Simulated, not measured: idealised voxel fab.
This is a process module. Its name is voxel self aligned vias.
The width of the displayed cross-section, cut, is 185 nm; its cells are square, with a size of 5 nm.
In this document a cross-section is written as a grid of square cells. It is given as a series of bands, listed from the top down, and a band is one or more rows of cells. Per band: top height and bottom height in nm, followed by the left-to-right materials and their widths in nm; "full width" marks a single material spanning edge to edge, "empty" marks empty space. Where do heights start? At 0: under that level the wafer as delivered is made of one material only. And the lowest band has no floor; it just carries on downward, as in "0 and below". When a width is written as two numbers, as in "30 to 40", the first number is the width in the top row of cells of the band and the second is the width in its bottom row, and the width changes by the same amount from each row to the next. Step marked "all unchanged"? Then no cell in the cross-section changed in it. Voids not open to the top, 8 cells minimum: see "Encapsulated voids". Written width x height at distance; distance is from the left edge; nm. On each step's line, the part that comes after the settings is the simulator's own comment on the step. overlay nm, on a step with a mask: how far to the right of its planned place the mask lay; to the left if negative.
The planned process steps are enumerated hereunder:
1,RECEIVE: material Si
2,CONFORMAL_DEP: material SiO2, thk nm 15
3,CONFORMAL_DEP: material SiCN, thk nm 5
4,DIRECTIONAL_DEP: material SiO2, thk nm 30
5,DIRECTIONAL_DEP: material aC, thk nm 10
6,PATTERN: tone open, mask id LINES, material resist, width nm 25, pitch nm 50, thk nm 25, overlay nm 0
7,DIRECTIONAL_ETCH: etch materials aC, depth nm 10
8,STRIP: etch materials resist
9,DIRECTIONAL_ETCH: etch materials SiO2, depth nm 30
10,STRIP: etch materials aC
11,CONFORMAL_DEP: material TiN, thk nm 5
12,FILL_DEP: material W, thk nm 5
13,CMP: height nm 50
14,SELECTIVE_ETCH: etch materials W Ru TiN, depth nm 5
15,FILL_DEP: material SiN, thk nm 10
16,CMP: height nm 50
17,DIRECTIONAL_DEP: material SiO2, thk nm 15
18,MASKED_ETCH: tone open, mask id VIAS, width nm 35, etch materials SiO2, depth nm 15, overlay nm 0
19,MASKED_ETCH: tone open, mask id VIAS, width nm 35, etch materials SiN, depth nm 5, overlay nm -15
20,CONFORMAL_DEP: material TiN, thk nm 5
21,FILL_DEP: material Cu, thk nm 10
22,CMP: height nm 65
23,CONFORMAL_DEP: material SiCN, thk nm 5
Be aware that, although all wafers share a common starting state, the overlay nm at step 19 differs among them, and the plan displays the first wafer's value.
Cross-section: the first of several wafers in its as-received state, i.e. following step 1:
- 0 and below = Si full width
- Encapsulated voids: none
Row per wafer, end-of-module: cell gain (+)/loss (-) by material since the wafer came in, then closed voids:
overlay nm -15, +11 Cu, +74 SiCN, +7 SiN, +363 SiO2, +39 TiN, +24 W, Encapsulated voids: none
overlay nm -10, +12 Cu, +74 SiCN, +6 SiN, +363 SiO2, +39 TiN, +24 W, Encapsulated voids: none
overlay nm -5, +13 Cu, +74 SiCN, +5 SiN, +363 SiO2, +39 TiN, +24 W, Encapsulated voids: none
overlay nm 0, +13 Cu, +74 SiCN, +5 SiN, +363 SiO2, +39 TiN, +24 W, Encapsulated voids: none
overlay nm 5, +13 Cu, +74 SiCN, +5 SiN, +363 SiO2, +39 TiN, +24 W, Encapsulated voids: none
overlay nm 10, +12 Cu, +74 SiCN, +6 SiN, +363 SiO2, +39 TiN, +24 W, Encapsulated voids: none
overlay nm 15, +11 Cu, +74 SiCN, +7 SiN, +363 SiO2, +39 TiN, +24 W, Encapsulated voids: none
